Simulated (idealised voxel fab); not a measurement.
process module | voxel wiring stack
cross-section cut | 240 nm wide | cells 5 nm
A cross-section is a grid of square cells, given in bands from the top down. A band is one or more rows of cells.
Each band's line starts with the height of the band's top and of its bottom, in nm. Then come its materials from left to right, each with its width in nm. One material with "throughout" fills the band from edge to edge. "air" is empty space.
Height 0 is the level under which the wafer as received is all one material. The lowest band goes on downwards, as in "0 down".
A width such as "30 to 40" changes by the same amount from each row of cells to the next, from the band's top row to its bottom row.
"no change" after a step means that no cell of the cross-section changed.
closed voids: empty space of 8 cells or more with no open way to the top, each as width x height at its distance from the left edge, in nm
after a step's settings: what the simulator itself notes on the step
overlay nm, on a step with a mask: how far to the right of its planned place the mask lay; to the left if negative
plan
1 op RECEIVE | material Si
2 op CONFORMAL_DEP | material SiO2 | thk nm 10
3 op DIRECTIONAL_DEP | material TiN | thk nm 5
4 op DIRECTIONAL_DEP | material W | thk nm 25
5 op DIRECTIONAL_DEP | material aC | thk nm 15
6 op PATTERN | tone cover | mask id METAL_1 | material resist | width nm 25 | pitch nm 40 | thk nm 30 | overlay nm 0
7 op DIRECTIONAL_ETCH | etch materials aC | depth nm 15
8 op STRIP | etch materials resist
9 op DIRECTIONAL_ETCH | etch materials W | depth nm 25
10 op DIRECTIONAL_ETCH | etch materials TiN | depth nm 5
11 op STRIP | etch materials aC
12 op CONFORMAL_DEP | material SiCN | thk nm 5
13 op FILL_DEP | material lowk | thk nm 5
14 op CMP | height nm 40
15 op CONFORMAL_DEP | material SiCN | thk nm 5
16 op DIRECTIONAL_DEP | material SiO2 | thk nm 20
17 op MASKED_ETCH | tone open | mask id PLUG_1 | width nm 15 | pitch nm 80 | etch materials SiO2 | depth nm 20 | overlay nm 0
18 op MASKED_ETCH | tone open | mask id PLUG_1 | width nm 15 | pitch nm 80 | etch materials SiCN | depth nm 5 | overlay nm 0
19 op EPI | material Ru | thk nm 10
20 op EPI | material Ru | thk nm 10
21 op EPI | material Ru | thk nm 5
22 op CONFORMAL_DEP | material SiN | thk nm 5
23 op DIRECTIONAL_DEP | material lowk | thk nm 20
24 op DIRECTIONAL_DEP | material aC | thk nm 15
25 op PATTERN | tone open | mask id METAL_2 | material resist | width nm 25 | pitch nm 40 | thk nm 35 | overlay nm 0
26 op DIRECTIONAL_ETCH | etch materials aC | depth nm 15
27 op STRIP | etch materials resist
28 op DIRECTIONAL_ETCH | etch materials lowk | depth nm 20
29 op DIRECTIONAL_ETCH | etch materials SiN | depth nm 5
30 op STRIP | etch materials aC
31 op CONFORMAL_DEP | material TiN | thk nm 5
32 op FILL_DEP | material Cu | thk nm 10
33 op CMP | height nm 90
34 op EPI | material Ru | thk nm 5
35 op FILL_DEP | material SiCN | thk nm 5
varied across the wafers: width nm of step 17. The plan shows the first wafer's value. All wafers start alike
first wafer as received, after step 1
  0 down: Si throughout
  closed voids: none
each wafer at the end: cells of each material gained (+) or lost (-) since it was received, then its closed voids
width nm 15 | +48 Cu | +58 Ru | +178 SiCN | +28 SiN | +264 SiO2 | +72 TiN | +100 W | +212 lowk | closed voids: none
width nm 20 | +48 Cu | +66 Ru | +178 SiCN | +28 SiN | +256 SiO2 | +72 TiN | +100 W | +212 lowk | closed voids: none
width nm 25 | +48 Cu | +74 Ru | +178 SiCN | +28 SiN | +248 SiO2 | +72 TiN | +100 W | +212 lowk | closed voids: none
width nm 30 | +48 Cu | +82 Ru | +178 SiCN | +28 SiN | +240 SiO2 | +72 TiN | +100 W | +212 lowk | closed voids: none
